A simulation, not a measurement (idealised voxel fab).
This section sets out a process module, namely voxel transistor to metal.
For reference, the cross-section in this document is cut, with width 140 nm and square cells of 5 nm.
Reading order for cross-sections: top band down to bottom band. Underlying form: a grid of square cells. Band size: one or more rows of cells.
Band: top height; bottom height; in nm. Then, left to right: material with width in nm, for each material. "edge to edge": a single material spanning edge to edge. "empty": empty space.
Heights from 0 (as-received wafer is one material below). Bottom band endless downward, as "z 0 and below".
You'd read "30 to 40" like this: the band's top row of cells is as wide as the first number, its bottom row is as wide as the second, and going down, every row changes width by the same amount as the row before did.
A step reported as "all unchanged" is a step in which no cell of the cross-section changed.
"Closed void listing" contains a list of empty spaces, each no smaller than 8 cells and without an open way to the top, written in the form width x height at distance with the distance from the left edge and all three in nm.
Read whatever lies past the settings on a step's line as the simulator's own remark about the step.
overlay nm: right-of-plan distance of the mask on a masked step; negative values mean left-of-plan.

### This section lists the process steps that were planned
1,RECEIVE (material Si)
2,OXIDIZE (depth nm 5)
3,CONFORMAL_DEP (material SiN; thk nm 15)
4,MASKED_ETCH (tone cover; mask id ACTIVE; width nm 110; etch materials SiN; depth nm 15; overlay nm 0)
5,MASKED_ETCH (tone cover; mask id ACTIVE; width nm 110; etch materials SiO2; depth nm 5; overlay nm 0)
6,MASKED_ETCH (tone cover; mask id ACTIVE; width nm 110; etch materials Si; depth nm 35; overlay nm 0)
7,FILL_DEP (material SiO2; thk nm 5)
8,CMP (height nm 15)
9,SELECTIVE_ETCH (etch materials SiO2; depth nm 10)
10,STRIP (etch materials SiN)
11,SELECTIVE_ETCH (etch materials SiO2; depth nm 5)
12,OXIDIZE (depth nm 5)
13,DIRECTIONAL_DEP (material polySi; thk nm 30)
14,DIRECTIONAL_DEP (material SiCN; thk nm 15)
15,DIRECTIONAL_DEP (material aC; thk nm 10)
16,PATTERN (tone cover; mask id GATE; material resist; width nm 20; thk nm 25; overlay nm 0)
17,DIRECTIONAL_ETCH (etch materials aC; depth nm 10)
18,STRIP (etch materials resist)
19,DIRECTIONAL_ETCH (etch materials SiCN; depth nm 25)
20,DIRECTIONAL_ETCH (etch materials polySi; depth nm 40)
21,STRIP (etch materials aC)
22,CONFORMAL_DEP (material SiO2; thk nm 5)
23,DIRECTIONAL_ETCH (etch materials SiO2; depth nm 5)
24,CONFORMAL_DEP (material SiN; thk nm 5)
25,DIRECTIONAL_ETCH (etch materials SiN; depth nm 5)
26,DIRECTIONAL_ETCH (etch materials SiO2; depth nm 5)
27,DIRECTIONAL_ETCH (etch materials Si; depth nm 10)
28,EPI (material SiGe; thk nm 15)
29,FILL_DEP (material SiO2; thk nm 5)
30,CMP (height nm 40)
31,DIRECTIONAL_DEP (material SiO2; thk nm 15)
32,DIRECTIONAL_DEP (material aC; thk nm 5)
33,PATTERN (tone open; mask id CONTACT; material resist; width nm 20; pitch nm 80; thk nm 30; overlay nm 0)
34,DIRECTIONAL_ETCH (etch materials aC; depth nm 15)
35,STRIP (etch materials resist)
36,DIRECTIONAL_ETCH (etch materials SiO2; depth nm 50)
37,STRIP (etch materials aC)
38,CONFORMAL_DEP (material TiN; thk nm 5)
39,FILL_DEP (material Ru; thk nm 10)
40,CMP (height nm 55)
41,CONFORMAL_DEP (material SiCN; thk nm 5)
42,DIRECTIONAL_DEP (material SiO2; thk nm 15)
43,DIRECTIONAL_DEP (material aC; thk nm 15)
44,PATTERN (tone open; mask id METAL_1; material resist; width nm 20; pitch nm 80; thk nm 35; overlay nm 0)
45,DIRECTIONAL_ETCH (etch materials aC; depth nm 15)
46,STRIP (etch materials resist)
47,DIRECTIONAL_ETCH (etch materials SiO2; depth nm 15)
48,DIRECTIONAL_ETCH (etch materials SiCN; depth nm 5)
49,STRIP (etch materials aC)
50,CONFORMAL_DEP (material TiN; thk nm 5)
51,FILL_DEP (material W; thk nm 10)
52,CMP (height nm 75)
53,CONFORMAL_DEP (material SiCN; thk nm 5)
Be aware that, although all wafers share a common starting state, the thk nm at step 32 differs among them, and the plan displays the first wafer's value.

### The first of several wafers as received, shown in cross-section; this is its state after step 1
    z 0 and below | Si edge to edge
    Closed void listing: none

### Quick key for the table: a row per wafer, taken at the end of the module. For each material it tells you how many cells the wafer gained (+) or lost (-) since it came in, and the closed voids come after
thk nm 5, +36 Ru, -116 Si, +60 SiCN, +62 SiGe, +20 SiN, +286 SiO2, +64 TiN, +12 W, +24 polySi, Closed void listing: none
thk nm 10, +36 Ru, -116 Si, +60 SiCN, +62 SiGe, +20 SiN, +286 SiO2, +64 TiN, +12 W, +24 polySi, Closed void listing: none
thk nm 15, +36 Ru, -116 Si, +60 SiCN, +62 SiGe, +20 SiN, +286 SiO2, +64 TiN, +12 W, +24 polySi, Closed void listing: none
thk nm 20, -116 Si, +60 SiCN, +62 SiGe, +20 SiN, +366 SiO2, +20 TiN, +12 W, +24 polySi, Closed void listing: none
thk nm 25, -116 Si, +60 SiCN, +62 SiGe, +20 SiN, +366 SiO2, +20 TiN, +12 W, +24 polySi, Closed void listing: none
thk nm 30, -116 Si, +60 SiCN, +62 SiGe, +20 SiN, +366 SiO2, +20 TiN, +12 W, +24 polySi, Closed void listing: none
